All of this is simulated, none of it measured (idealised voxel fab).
Presented below is a process module, voxel fin reveal.
Square cell edge 5 nm, section width 210 nm, ID cut.
Cross-sections here: square-cell grids, written as top-down lists of bands, a band being one or more rows of cells. Top height, bottom height, nm. Materials left to right, width each, nm. Single material + "all across" = fills band edge to edge. "air" = empty. Beneath 0, the wafer as received is one material, and that level is where height counting begins. The lowest band goes on downward without a bottom; it is written like "0 -> down". The width entry "30 to 40" should be interpreted row by row: the top row of cells in the band takes the first number, the bottom row takes the second number, and the change between adjacent rows is uniform throughout. It should be understood that the words "nothing was modified", when stated for a given step, signify that the cross-section underwent no change in any of its cells during that step. Reported under the label "Sealed cavities" are the empty spaces having no open way to the top and comprising 8 cells or more; the notation for each is width x height at distance, in which the distance is measured from the left edge and all three values are in nm. Note: text after step settings on the step line = simulator remark on that step. Each step line may optionally specify "overlay nm", which for a step with a mask gives the rightward distance between the mask's planned place and where it lay, a negative value indicating the leftward direction.
PLANNED STEP LIST FOR THE PROCESS
1. RECEIVE, material Si
2. CONFORMAL_DEP, material SiN, thk nm 10
3. PATTERN, tone cover, mask id FINS, material resist, width nm 15, pitch nm 40, thk nm 20, overlay nm 0
4. DIRECTIONAL_ETCH, etch materials SiN, depth nm 10
5. DIRECTIONAL_ETCH, etch materials Si, depth nm 40
6. STRIP, etch materials resist
7. OXIDIZE, depth nm 5
8. FILL_DEP, material SiO2, thk nm 5
9. CMP, height nm 10
10. SELECTIVE_ETCH, etch materials SiO2, depth nm 20
11. STRIP, etch materials SiN
12. CONFORMAL_DEP, material HfO2, thk nm 5
BELOW: THE FIRST OF TWO WAFERS, RUN AS PLANNED
THIS IS THE CROSS-SECTION OF THE WAFER AS WE RECEIVED IT, I.E. AFTER STEP 1
> 0 -> down: Si all across
> Sealed cavities: none
AFTER STEP 2, IN CROSS-SECTION
> 10 -> 0: SiN all across
> Anything lower than 0 is untouched.
AFTER STEP 3, IN CROSS-SECTION
> 30 -> 10: 55 nm air / 15 nm resist / 25 nm air / 15 nm resist / 25 nm air / 15 nm resist / 60 nm air
> Anything lower than 10 is untouched.
AFTER STEP 4, IN CROSS-SECTION
> 30 -> 10: 55 nm air / 15 nm resist / 25 nm air / 15 nm resist / 25 nm air / 15 nm resist / 60 nm air
> 10 -> 0: 55 nm air / 15 nm SiN / 25 nm air / 15 nm SiN / 25 nm air / 15 nm SiN / 60 nm air
> Anything lower than 0 is untouched.
AFTER STEP 5, IN CROSS-SECTION
> 30 -> 10: 55 nm air / 15 nm resist / 25 nm air / 15 nm resist / 25 nm air / 15 nm resist / 60 nm air
> 10 -> 0: 55 nm air / 15 nm SiN / 25 nm air / 15 nm SiN / 25 nm air / 15 nm SiN / 60 nm air
> 0 -> -40: 55 nm air / 15 nm Si / 25 nm air / 15 nm Si / 25 nm air / 15 nm Si / 60 nm air
> Anything lower than -40 is untouched.
AFTER STEP 6, IN CROSS-SECTION
> 10 -> 0: 55 nm air / 15 nm SiN / 25 nm air / 15 nm SiN / 25 nm air / 15 nm SiN / 60 nm air
> Anything lower than 0 is untouched.
AFTER STEP 7, IN CROSS-SECTION
> 10 -> 0: 55 nm air / 15 nm SiN / 25 nm air / 15 nm SiN / 25 nm air / 15 nm SiN / 60 nm air
> 0 -> -40: 55 nm air / 5 nm SiO2 / 5 nm Si / 5 nm SiO2 / 25 nm air / 5 nm SiO2 / 5 nm Si / 5 nm SiO2 / 25 nm air / 5 nm SiO2 / 5 nm Si / 5 nm SiO2 / 60 nm air
> -40 -> -45: 60 nm SiO2 / 5 nm Si / 35 nm SiO2 / 5 nm Si / 35 nm SiO2 / 5 nm Si / 65 nm SiO2
> Anything lower than -45 is untouched.
AFTER STEP 8, IN CROSS-SECTION
> 15 -> 10: SiO2 all across
> 10 -> 0: 55 nm SiO2 / 15 nm SiN / 25 nm SiO2 / 15 nm SiN / 25 nm SiO2 / 15 nm SiN / 60 nm SiO2
> 0 -> -45: 60 nm SiO2 / 5 nm Si / 35 nm SiO2 / 5 nm Si / 35 nm SiO2 / 5 nm Si / 65 nm SiO2
> Anything lower than -45 is untouched.
AFTER STEP 9, IN CROSS-SECTION
> 10 -> 0: 55 nm SiO2 / 15 nm SiN / 25 nm SiO2 / 15 nm SiN / 25 nm SiO2 / 15 nm SiN / 60 nm SiO2
> Anything lower than 0 is untouched.
AFTER STEP 10, IN CROSS-SECTION
> 10 -> 0: 55 nm air / 15 nm SiN / 25 nm air / 15 nm SiN / 25 nm air / 15 nm SiN / 60 nm air
> 0 -> -10: 60 nm air / 5 nm Si / 35 nm air / 5 nm Si / 35 nm air / 5 nm Si / 65 nm air
> Anything lower than -10 is untouched.
AFTER STEP 11, IN CROSS-SECTION
> 0 -> -10: 60 nm air / 5 nm Si / 35 nm air / 5 nm Si / 35 nm air / 5 nm Si / 65 nm air
> Anything lower than -10 is untouched.
AFTER STEP 12, IN CROSS-SECTION
> 5 -> 0: 55 nm air / 15 nm HfO2 / 25 nm air / 15 nm HfO2 / 25 nm air / 15 nm HfO2 / 60 nm air
> 0 -> -5: 55 nm air / 5 nm HfO2 / 5 nm Si / 5 nm HfO2 / 25 nm air / 5 nm HfO2 / 5 nm Si / 5 nm HfO2 / 25 nm air / 5 nm HfO2 / 5 nm Si / 5 nm HfO2 / 60 nm air
> -5 -> -10: 60 nm HfO2 / 5 nm Si / 35 nm HfO2 / 5 nm Si / 35 nm HfO2 / 5 nm Si / 65 nm HfO2
> Anything lower than -10 is untouched.
OKAY, SECOND WAFER. NOTHING DIFFERENT AT THE START, NOTHING DIFFERENT IN THE PLAN, JUST ONE MISTAKE SOMEWHERE IN THE RUNNING. AS FAR AS STEP 2, COUNTING THAT STEP, IT'S THE FIRST WAFER ALL OVER AGAIN
CROSS-SECTION OF THE SECOND WAFER WHEN, ACCORDING TO PLAN, STEP 3 SHOULD HAVE FINISHED
> 30 -> 10: 55 nm resist / 15 nm air / 25 nm resist / 15 nm air / 25 nm resist / 15 nm air / 60 nm resist
> Anything lower than 10 is untouched.
CROSS-SECTION OF THE SECOND WAFER WHEN, ACCORDING TO PLAN, STEP 4 SHOULD HAVE FINISHED
> 30 -> 10: 55 nm resist / 15 nm air / 25 nm resist / 15 nm air / 25 nm resist / 15 nm air / 60 nm resist
> 10 -> 0: 55 nm SiN / 15 nm air / 25 nm SiN / 15 nm air / 25 nm SiN / 15 nm air / 60 nm SiN
> Anything lower than 0 is untouched.
CROSS-SECTION OF THE SECOND WAFER WHEN, ACCORDING TO PLAN, STEP 5 SHOULD HAVE FINISHED
> 30 -> 10: 55 nm resist / 15 nm air / 25 nm resist / 15 nm air / 25 nm resist / 15 nm air / 60 nm resist
> 10 -> 0: 55 nm SiN / 15 nm air / 25 nm SiN / 15 nm air / 25 nm SiN / 15 nm air / 60 nm SiN
> 0 -> -40: 55 nm Si / 15 nm air / 25 nm Si / 15 nm air / 25 nm Si / 15 nm air / 60 nm Si
> Anything lower than -40 is untouched.
CROSS-SECTION OF THE SECOND WAFER WHEN, ACCORDING TO PLAN, STEP 6 SHOULD HAVE FINISHED
> 10 -> 0: 55 nm SiN / 15 nm air / 25 nm SiN / 15 nm air / 25 nm SiN / 15 nm air / 60 nm SiN
> Anything lower than 0 is untouched.
CROSS-SECTION OF THE SECOND WAFER WHEN, ACCORDING TO PLAN, STEP 7 SHOULD HAVE FINISHED
> 10 -> 0: 55 nm SiN / 15 nm air / 25 nm SiN / 15 nm air / 25 nm SiN / 15 nm air / 60 nm SiN
> 0 -> -40: 50 nm Si / 5 nm SiO2 / 15 nm air / 5 nm SiO2 / 15 nm Si / 5 nm SiO2 / 15 nm air / 5 nm SiO2 / 15 nm Si / 5 nm SiO2 / 15 nm air / 5 nm SiO2 / 55 nm Si
> -40 -> -45: 50 nm Si / 25 nm SiO2 / 15 nm Si / 25 nm SiO2 / 15 nm Si / 25 nm SiO2 / 55 nm Si
> Anything lower than -45 is untouched.
CROSS-SECTION OF THE SECOND WAFER WHEN, ACCORDING TO PLAN, STEP 8 SHOULD HAVE FINISHED
> 15 -> 10: SiO2 all across
> 10 -> 0: 55 nm SiN / 15 nm SiO2 / 25 nm SiN / 15 nm SiO2 / 25 nm SiN / 15 nm SiO2 / 60 nm SiN
> 0 -> -45: 50 nm Si / 25 nm SiO2 / 15 nm Si / 25 nm SiO2 / 15 nm Si / 25 nm SiO2 / 55 nm Si
> Anything lower than -45 is untouched.
CROSS-SECTION OF THE SECOND WAFER WHEN, ACCORDING TO PLAN, STEP 9 SHOULD HAVE FINISHED
> 10 -> 0: 55 nm SiN / 15 nm SiO2 / 25 nm SiN / 15 nm SiO2 / 25 nm SiN / 15 nm SiO2 / 60 nm SiN
> Anything lower than 0 is untouched.
CROSS-SECTION OF THE SECOND WAFER WHEN, ACCORDING TO PLAN, STEP 10 SHOULD HAVE FINISHED
> 10 -> 0: 55 nm SiN / 15 nm air / 25 nm SiN / 15 nm air / 25 nm SiN / 15 nm air / 60 nm SiN
> 0 -> -10: 50 nm Si / 25 nm air / 15 nm Si / 25 nm air / 15 nm Si / 25 nm air / 55 nm Si
> Anything lower than -10 is untouched.
CROSS-SECTION OF THE SECOND WAFER WHEN, ACCORDING TO PLAN, STEP 11 SHOULD HAVE FINISHED
> 0 -> -10: 50 nm Si / 25 nm air / 15 nm Si / 25 nm air / 15 nm Si / 25 nm air / 55 nm Si
> Anything lower than -10 is untouched.
CROSS-SECTION OF THE SECOND WAFER WHEN, ACCORDING TO PLAN, STEP 12 SHOULD HAVE FINISHED
> 5 -> 0: 55 nm HfO2 / 15 nm air / 25 nm HfO2 / 15 nm air / 25 nm HfO2 / 15 nm air / 60 nm HfO2
> 0 -> -5: 50 nm Si / 5 nm HfO2 / 15 nm air / 5 nm HfO2 / 15 nm Si / 5 nm HfO2 / 15 nm air / 5 nm HfO2 / 15 nm Si / 5 nm HfO2 / 15 nm air / 5 nm HfO2 / 55 nm Si
> -5 -> -10: 50 nm Si / 25 nm HfO2 / 15 nm Si / 25 nm HfO2 / 15 nm Si / 25 nm HfO2 / 55 nm Si
> Anything lower than -10 is untouched.
Diagnosis: step 3 went in with a setting other than planned; the actual run was PATTERN, tone open, mask id FINS, material resist, width nm 15, pitch nm 40, thk nm 20, overlay nm 0
Per the end-of-run cell counts, the second wafer holds more or fewer of some materials than the first: +216 Si, -168 SiO2
